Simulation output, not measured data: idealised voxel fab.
process module | voxel double patterning
cross-section cut | 150 nm wide | cells 5 nm
A cross-section is a grid of square cells, given in bands from the top down. A band is one or more rows of cells.
Each band's line starts with the height of the band's top and of its bottom, in nm. Then come its materials from left to right, each with its width in nm. One material with "throughout" fills the band from edge to edge. "air" is empty space.
Height 0 is the level under which the wafer as received is all one material. The lowest band goes on downwards, as in "0 down".
A width such as "30 to 40" changes by the same amount from each row of cells to the next, from the band's top row to its bottom row.
"no change" after a step means that no cell of the cross-section changed.
closed voids: empty space of 8 cells or more with no open way to the top, each as width x height at its distance from the left edge, in nm
after a step's settings: what the simulator itself notes on the step
overlay nm, on a step with a mask: how far to the right of its planned place the mask lay; to the left if negative
plan
1 op RECEIVE | material Si
2 op CONFORMAL_DEP | material SiO2 | thk nm 10
3 op DIRECTIONAL_DEP | material TiN | thk nm 10
4 op DIRECTIONAL_DEP | material SiN | thk nm 5
5 op MASKED_ETCH | tone open | mask id FIRST | width nm 15 | pitch nm 50 | etch materials SiN | depth nm 5 | overlay nm 0
6 op DIRECTIONAL_DEP | material aC | thk nm 15
7 op PATTERN | tone open | mask id SECOND | material resist | width nm 15 | pitch nm 50 | thk nm 35 | overlay nm 0
8 op DIRECTIONAL_ETCH | etch materials aC | depth nm 15
9 op STRIP | etch materials resist
10 op DIRECTIONAL_ETCH | etch materials SiN | depth nm 5
11 op STRIP | etch materials aC
12 op DIRECTIONAL_ETCH | etch materials TiN | depth nm 10
13 op STRIP | etch materials SiN
first wafer, as planned
as received, after step 1
  0 down: Si throughout
  closed voids: none
after step 2
  10 to 0: SiO2 throughout
  below 0: unchanged
after step 3
  20 to 10: TiN throughout
  below 10: unchanged
after step 4
  25 to 20: SiN throughout
  below 20: unchanged
after step 5
  25 to 20: SiN 15 | air 15 | SiN 35 | air 15 | SiN 35 | air 15 | SiN 20
  below 20: unchanged
after step 6
  40 to 35: aC 15 | air 15 | aC 35 | air 15 | aC 35 | air 15 | aC 20
  35 to 25: aC throughout
  25 to 20: SiN 15 | aC 15 | SiN 35 | aC 15 | SiN 35 | aC 15 | SiN 20
  below 20: unchanged
after step 7
  75 to 40: resist 40 | air 15 | resist 35 | air 15 | resist 45
  40 to 35: aC 15 | resist 15 | aC 35 | resist 15 | aC 35 | resist 15 | aC 20
  below 35: unchanged
after step 8
  60 to 40: resist 40 | air 15 | resist 35 | air 15 | resist 45
  40 to 35: aC 15 | resist 15 | aC 10 | air 15 | aC 10 | resist 15 | aC 10 | air 15 | aC 10 | resist 15 | aC 20
  35 to 25: aC 40 | air 15 | aC 35 | air 15 | aC 45
  below 25: unchanged
after step 9
  40 to 35: aC 15 | air 15 | aC 10 | air 15 | aC 10 | air 15 | aC 10 | air 15 | aC 10 | air 15 | aC 20
  below 35: unchanged
after step 10
  40 to 35: aC 15 | air 15 | aC 10 | air 15 | aC 10 | air 15 | aC 10 | air 15 | aC 10 | air 15 | aC 20
  35 to 25: aC 40 | air 15 | aC 35 | air 15 | aC 45
  25 to 20: SiN 15 | aC 15 | SiN 10 | air 15 | SiN 10 | aC 15 | SiN 10 | air 15 | SiN 10 | aC 15 | SiN 20
  below 20: unchanged
after step 11
  25 to 20: SiN 15 | air 15 | SiN 10 | air 15 | SiN 10 | air 15 | SiN 10 | air 15 | SiN 10 | air 15 | SiN 20
  below 20: unchanged
after step 12
  25 to 20: SiN 15 | air 15 | SiN 10 | air 15 | SiN 10 | air 15 | SiN 10 | air 15 | SiN 10 | air 15 | SiN 20
  20 to 10: TiN 15 | air 15 | TiN 10 | air 15 | TiN 10 | air 15 | TiN 10 | air 15 | TiN 10 | air 15 | TiN 20
  below 10: unchanged
after step 13
  20 to 10: TiN 15 | air 15 | TiN 10 | air 15 | TiN 10 | air 15 | TiN 10 | air 15 | TiN 10 | air 15 | TiN 20
  below 10: unchanged
second wafer: like start, like plan, one mistake. Through step 1 it matches the first wafer
when step 2 should have ended
  10 to 0: TiN throughout
  below 0: unchanged
when step 3 should have ended
  20 to 0: TiN throughout
  below 0: unchanged
when step 4 should have ended
  25 to 20: SiN throughout
  below 20: unchanged
when step 5 should have ended
  25 to 20: SiN 15 | air 15 | SiN 35 | air 15 | SiN 35 | air 15 | SiN 20
  below 20: unchanged
when step 6 should have ended
  40 to 35: aC 15 | air 15 | aC 35 | air 15 | aC 35 | air 15 | aC 20
  35 to 25: aC throughout
  25 to 20: SiN 15 | aC 15 | SiN 35 | aC 15 | SiN 35 | aC 15 | SiN 20
  below 20: unchanged
when step 7 should have ended
  75 to 40: resist 40 | air 15 | resist 35 | air 15 | resist 45
  40 to 35: aC 15 | resist 15 | aC 35 | resist 15 | aC 35 | resist 15 | aC 20
  below 35: unchanged
when step 8 should have ended
  60 to 40: resist 40 | air 15 | resist 35 | air 15 | resist 45
  40 to 35: aC 15 | resist 15 | aC 10 | air 15 | aC 10 | resist 15 | aC 10 | air 15 | aC 10 | resist 15 | aC 20
  35 to 25: aC 40 | air 15 | aC 35 | air 15 | aC 45
  below 25: unchanged
when step 9 should have ended
  40 to 35: aC 15 | air 15 | aC 10 | air 15 | aC 10 | air 15 | aC 10 | air 15 | aC 10 | air 15 | aC 20
  below 35: unchanged
when step 10 should have ended
  40 to 35: aC 15 | air 15 | aC 10 | air 15 | aC 10 | air 15 | aC 10 | air 15 | aC 10 | air 15 | aC 20
  35 to 25: aC 40 | air 15 | aC 35 | air 15 | aC 45
  25 to 20: SiN 15 | aC 15 | SiN 10 | air 15 | SiN 10 | aC 15 | SiN 10 | air 15 | SiN 10 | aC 15 | SiN 20
  below 20: unchanged
when step 11 should have ended
  25 to 20: SiN 15 | air 15 | SiN 10 | air 15 | SiN 10 | air 15 | SiN 10 | air 15 | SiN 10 | air 15 | SiN 20
  below 20: unchanged
when step 12 should have ended
  25 to 20: SiN 15 | air 15 | SiN 10 | air 15 | SiN 10 | air 15 | SiN 10 | air 15 | SiN 10 | air 15 | SiN 20
  20 to 10: TiN 15 | air 15 | TiN 10 | air 15 | TiN 10 | air 15 | TiN 10 | air 15 | TiN 10 | air 15 | TiN 20
  below 10: unchanged
when step 13 should have ended
  20 to 10: TiN 15 | air 15 | TiN 10 | air 15 | TiN 10 | air 15 | TiN 10 | air 15 | TiN 10 | air 15 | TiN 20
  below 10: unchanged
what went wrong: step 2 ran as: op CONFORMAL_DEP | material TiN | thk nm 10
at the end the second wafer has, in cells: 60 fewer of SiO2 | 60 more of TiN
